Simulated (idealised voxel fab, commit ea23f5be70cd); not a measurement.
Title: Process Module voxel capacitor over wiring
Section cut is 230 nm wide and gridded with 5 nm square cells.
Bands, listed from the top down, are how a cross-section gets written in this document; the cross-section itself is a grid of square cells, and a band is one or more rows of them.
Band: top height; bottom height; in nm. Then, left to right: material with width in nm, for each material. "edge to edge": a single material spanning edge to edge. "blank": empty space.
Below 0: as-received wafer, all one material; heights counted from there. Lowest band: no bottom, goes on down, written "z 0 and below".
Think of "30..40" as a width that walks from the first number to the second as you go down the band, top row to bottom row, taking equal-sized steps from row to row.
The cross-section has no changed cell in any step marked "remained the same".
Heads up: "Enclosed empty spaces" only lists the empty pockets with no open path to the top that are 8 cells or more, and it writes them as width x height at distance, distance from the left edge, in nm.
Post-settings text on a step line: simulator's own remark regarding the step.
The line of a step may include "overlay nm". On a step with a mask, this value is how far to the right of its planned place the mask lay. A negative value means the mask lay to the left.
Process steps - plan
1 RECEIVE,material Si
2 CONFORMAL_DEP,material SiO2,thk nm 10
3 DIRECTIONAL_DEP,material TiN,thk nm 5
4 DIRECTIONAL_DEP,material W,thk nm 25
5 DIRECTIONAL_DEP,material aC,thk nm 10
6 PATTERN,tone cover,mask id METAL_1,material resist,width nm 30,pitch nm 85,thk nm 30,overlay nm 0
7 DIRECTIONAL_ETCH,etch materials aC,depth nm 10
8 STRIP,etch materials resist
9 DIRECTIONAL_ETCH,etch materials W,depth nm 15
10 DIRECTIONAL_ETCH,etch materials TiN,depth nm 5
11 STRIP,etch materials aC
12 FILL_DEP,material SiO2,thk nm 5
13 CMP,height nm 40
14 CONFORMAL_DEP,material SiCN,thk nm 5
15 DIRECTIONAL_DEP,material SiO2,thk nm 20
16 PATTERN,tone open,mask id PLUG_1,material resist,width nm 15,thk nm 20,overlay nm 0
17 DIRECTIONAL_ETCH,etch materials SiO2,depth nm 20
18 DIRECTIONAL_ETCH,etch materials SiCN,depth nm 5
19 STRIP,etch materials resist
20 CONFORMAL_DEP,material TiN,thk nm 5
21 FILL_DEP,material Ru,thk nm 10
22 CMP,height nm 65
23 DIRECTIONAL_DEP,material TiN,thk nm 10
24 DIRECTIONAL_DEP,material SiN,thk nm 5
25 DIRECTIONAL_DEP,material TiN,thk nm 10
26 PATTERN,tone cover,mask id UPPER_PLATE,material resist,width nm 60,thk nm 20,overlay nm 0
27 DIRECTIONAL_ETCH,etch materials TiN,depth nm 10
28 DIRECTIONAL_ETCH,etch materials SiN,depth nm 5
29 STRIP,etch materials resist
30 PATTERN,tone cover,mask id LOWER_PLATE,material resist,width nm 70,thk nm 15,overlay nm 0
31 DIRECTIONAL_ETCH,etch materials TiN,depth nm 10
32 STRIP,etch materials resist
33 FILL_DEP,material SiO2,thk nm 15
34 CMP,height nm 100
35 PATTERN,tone open,mask id PLUG_2,material resist,width nm 15,thk nm 20,overlay nm 0
36 DIRECTIONAL_ETCH,etch materials SiO2,depth nm 10
37 STRIP,etch materials resist
38 CONFORMAL_DEP,material TiN,thk nm 5
39 FILL_DEP,material W,thk nm 10
40 CMP,height nm 100
41 CONFORMAL_DEP,material SiN,thk nm 5
Split variable: depth nm, step 9. Plan value = first wafer. Wafers start alike.
Incoming state of the first of several wafers in cross-section: after step 1
z 0 and below = Si edge to edge
Enclosed empty spaces: none
First of several wafers, sectioned at end of module (last step: step 41)
z 105 to 100 = SiN edge to edge
z 100 to 95 = SiO2 80 nm, then TiN 5 nm, then W 5 nm, then TiN 5 nm, then SiO2 135 nm
z 95 to 90 = SiO2 80 nm, then TiN 15 nm, then SiO2 135 nm
z 90 to 80 = SiO2 70 nm, then TiN 60 nm, then SiO2 100 nm
z 80 to 75 = SiO2 70 nm, then SiN 60 nm, then SiO2 100 nm
z 75 to 65 = SiO2 65 nm, then TiN 70 nm, then SiO2 95 nm
z 65 to 45 = SiO2 70 nm, then TiN 5 nm, then Ru 5 nm, then TiN 5 nm, then SiO2 145 nm
z 45 to 40 = SiCN 70 nm, then TiN 15 nm, then SiCN 145 nm
z 40 to 25 = SiO2 55 nm, then W 30 nm, then SiO2 55 nm, then W 30 nm, then SiO2 60 nm
z 25 to 15 = W edge to edge
z 15 to 10 = TiN edge to edge
z 10 to 0 = SiO2 edge to edge
z 0 and below = Si edge to edge
Enclosed empty spaces: none
At the end of the module, the last of several wafers in cross-section
z 105 to 100 = SiN edge to edge
z 100 to 95 = SiO2 80 nm, then TiN 5 nm, then W 5 nm, then TiN 5 nm, then SiO2 135 nm
z 95 to 90 = SiO2 80 nm, then TiN 15 nm, then SiO2 135 nm
z 90 to 80 = SiO2 70 nm, then TiN 60 nm, then SiO2 100 nm
z 80 to 75 = SiO2 70 nm, then SiN 60 nm, then SiO2 100 nm
z 75 to 65 = SiO2 65 nm, then TiN 70 nm, then SiO2 95 nm
z 65 to 45 = SiO2 70 nm, then TiN 5 nm, then Ru 5 nm, then TiN 5 nm, then SiO2 145 nm
z 45 to 40 = SiCN 70 nm, then TiN 15 nm, then SiCN 145 nm
z 40 to 15 = SiO2 55 nm, then W 30 nm, then SiO2 55 nm, then W 30 nm, then SiO2 60 nm
z 15 to 10 = SiO2 55 nm, then TiN 30 nm, then SiO2 55 nm, then TiN 30 nm, then SiO2 60 nm
z 10 to 0 = SiO2 edge to edge
z 0 and below = Si edge to edge
Enclosed empty spaces: none
Where each wafer stands at the end of the module, a row apiece: cells of each material gained (+) or lost (-) since it was received, then closed voids
depth nm 15 | +4 Ru | +43 SiCN | +58 SiN | +618 SiO2 | +114 TiN | +129 W | Enclosed empty spaces: none
depth nm 20 | +4 Ru | +43 SiCN | +58 SiN | +652 SiO2 | +114 TiN | +95 W | Enclosed empty spaces: none
depth nm 25 | +4 Ru | +43 SiCN | +58 SiN | +720 SiO2 | +80 TiN | +61 W | Enclosed empty spaces: none
depth nm 30 | +4 Ru | +43 SiCN | +58 SiN | +720 SiO2 | +80 TiN | +61 W | Enclosed empty spaces: none
depth nm 35 | +4 Ru | +43 SiCN | +58 SiN | +720 SiO2 | +80 TiN | +61 W | Enclosed empty spaces: none
depth nm 40 | +4 Ru | +43 SiCN | +58 SiN | +720 SiO2 | +80 TiN | +61 W | Enclosed empty spaces: none
